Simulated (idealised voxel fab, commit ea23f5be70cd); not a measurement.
process module | voxel local oxidation
cross-section cut | 295 nm wide | cells 5 nm
A cross-section is a grid of square cells, given in bands from the top down. A band is one or more rows of cells.
Each band's line starts with the height of the band's top and of its bottom, in nm. Then come its materials from left to right, each with its width in nm. One material with "throughout" fills the band from edge to edge. "air" is empty space.
Height 0 is the level under which the wafer as received is all one material. The lowest band goes on downwards, as in "0 down".
A width such as "30 to 40" changes by the same amount from each row of cells to the next, from the band's top row to its bottom row.
"no change" after a step means that no cell of the cross-section changed.
closed voids: empty space of 8 cells or more with no open way to the top, each as width x height at its distance from the left edge, in nm
after a step's settings: what the simulator itself notes on the step
overlay nm, on a step with a mask: how far to the right of its planned place the mask lay; to the left if negative
plan
1 op RECEIVE | material Si
2 op CONFORMAL_DEP | material SiO2 | thk nm 5
3 op CONFORMAL_DEP | material SiN | thk nm 10
4 op DIRECTIONAL_DEP | material aC | thk nm 15
5 op PATTERN | tone cover | mask id ACTIVE | material resist | width nm 100 | pitch nm 130 | thk nm 35 | overlay nm 0
6 op DIRECTIONAL_ETCH | etch materials aC | depth nm 15
7 op STRIP | etch materials resist
8 op DIRECTIONAL_ETCH | etch materials SiN | depth nm 10
9 op STRIP | etch materials aC
10 op SELECTIVE_ETCH | etch materials SiO2 | depth nm 5
11 op OXIDIZE | depth nm 10
12 op STRIP | etch materials SiN
as received, after step 1
  0 down: Si throughout
  closed voids: none
first wafer at the end, as planned
  5 to 0: air 35 | SiO2 90 | air 40 | SiO2 90 | air 40
  0 to -10: SiO2 45 | Si 70 | SiO2 60 | Si 70 | SiO2 50
  -10 down: Si throughout
  closed voids: none
second wafer at the end: like start, like plan, one mistake
  5 to 0: air 35 | SiO2 90 | air 40 | SiO2 90 | air 40
  0 to -15: SiO2 50 | Si 60 | SiO2 70 | Si 60 | SiO2 55
  -15 down: Si throughout
  closed voids: none
what went wrong: step 11 ran as: op OXIDIZE | depth nm 15
at the end the second wafer has, in cells: 43 fewer of Si | 43 more of SiO2
